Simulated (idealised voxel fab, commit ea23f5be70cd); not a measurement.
Process module under the name voxel capacitor over wiring
Section shown: cut. Width: 300 nm. Cell size: 5 nm, square.
We lay out every cross-section as a grid of square cells and spell it out in bands from the top down, where one band means one or more rows of cells. Heights first: top, then bottom, in nm. Then materials, left to right, each with a width in nm. "edge to edge" on a single material: fills the band edge to edge. "empty": empty space. Height 0 is the level under which the wafer as received is all one material. The lowest band goes on downwards, as in "0 down". Note: "30 to 40" means the width goes from the first number (top row of the band) to the second number (bottom row) in equal steps per row of cells. Reading "no change occurred" for a step: not a cell of the cross-section changed in it. In "Encapsulated voids" the enclosed voids are listed, meaning empty spaces of 8 cells or larger without any opening to the top. The form is width x height at distance, distance from the left edge, units nm. Past the settings on a step's line: simulator remark, on that step. overlay nm: right-of-plan distance of the mask on a masked step; negative values mean left-of-plan.

LIST OF PLANNED PROCESS STEPS
1. RECEIVE with material Si
2. CONFORMAL_DEP with material SiO2, thk nm 15
3. DIRECTIONAL_DEP with material TiN, thk nm 5
4. DIRECTIONAL_DEP with material W, thk nm 25
5. PATTERN with tone cover, mask id METAL_1, material resist, width nm 20, pitch nm 85, thk nm 20, overlay nm 0
6. DIRECTIONAL_ETCH with etch materials W, depth nm 25
7. DIRECTIONAL_ETCH with etch materials TiN, depth nm 5
8. STRIP with etch materials resist
9. CONFORMAL_DEP with material SiN, thk nm 5
10. FILL_DEP with material lowk, thk nm 10
11. CMP with height nm 45
12. CONFORMAL_DEP with material SiCN, thk nm 5
13. DIRECTIONAL_DEP with material lowk, thk nm 15
14. DIRECTIONAL_DEP with material aC, thk nm 10
15. PATTERN with tone open, mask id PLUG_1, material resist, width nm 15, thk nm 30, overlay nm 0
16. DIRECTIONAL_ETCH with etch materials aC, depth nm 10
17. STRIP with etch materials resist
18. DIRECTIONAL_ETCH with etch materials lowk, depth nm 15
19. DIRECTIONAL_ETCH with etch materials SiCN, depth nm 5
20. STRIP with etch materials aC
21. EPI with material Ru, thk nm 10
22. EPI with material Ru, thk nm 10
23. DIRECTIONAL_DEP with material TiN, thk nm 5
24. DIRECTIONAL_DEP with material Al2O3, thk nm 5
25. DIRECTIONAL_DEP with material TiN, thk nm 10
26. MASKED_ETCH with tone cover, mask id UPPER_PLATE, width nm 70, etch materials TiN, depth nm 10, overlay nm 0
27. MASKED_ETCH with tone cover, mask id UPPER_PLATE, width nm 70, etch materials Al2O3, depth nm 5, overlay nm 0
28. DIRECTIONAL_DEP with material aC, thk nm 15
29. PATTERN with tone cover, mask id LOWER_PLATE, material resist, width nm 80, thk nm 30, overlay nm 0
30. DIRECTIONAL_ETCH with etch materials aC, depth nm 15
31. STRIP with etch materials resist
32. DIRECTIONAL_ETCH with etch materials TiN, depth nm 5
33. STRIP with etch materials aC
34. FILL_DEP with material SiO2, thk nm 20
35. CMP with height nm 100
36. MASKED_ETCH with tone open, mask id PLUG_2, width nm 15, etch materials SiO2, depth nm 15, overlay nm 0
37. CONFORMAL_DEP with material TiN, thk nm 5
38. FILL_DEP with material Ru, thk nm 10
39. CMP with height nm 100
40. CONFORMAL_DEP with material SiN, thk nm 5

THIS IS THE CROSS-SECTION OF THE WAFER AS WE RECEIVED IT, I.E. AFTER STEP 1
> 0 down  Si edge to edge
> Encapsulated voids: none

CROSS-SECTION, END OF MODULE. START: AS ABOVE. PLAN: AS ABOVE. EXECUTION: ONE MISTAKE
> 105 to 100  SiN edge to edge
> 100 to 90  110 SiO2  5 TiN  5 Ru  5 TiN  175 SiO2
> 90 to 85  110 SiO2  15 TiN  175 SiO2
> 85 to 75  100 SiO2  70 TiN  130 SiO2
> 75 to 70  100 SiO2  70 Al2O3  130 SiO2
> 70 to 65  95 SiO2  80 TiN  125 SiO2
> 65 to 50  100 lowk  15 Ru  185 lowk
> 50 to 45  100 SiCN  15 Ru  185 SiCN
> 45 to 20  90 lowk  5 SiN  25 W  5 SiN  50 lowk  5 SiN  25 W  5 SiN  90 lowk
> 20 to 15  95 SiN  25 TiN  60 SiN  25 TiN  95 SiN
> 15 to 0  SiO2 edge to edge
> 0 down  Si edge to edge
> Encapsulated voids: none
So what did we get wrong on this run? off-plan run, step 5, actual operation and settings PATTERN with tone cover, mask id METAL_1, material resist, width nm 25, pitch nm 85, thk nm 20, overlay nm 0
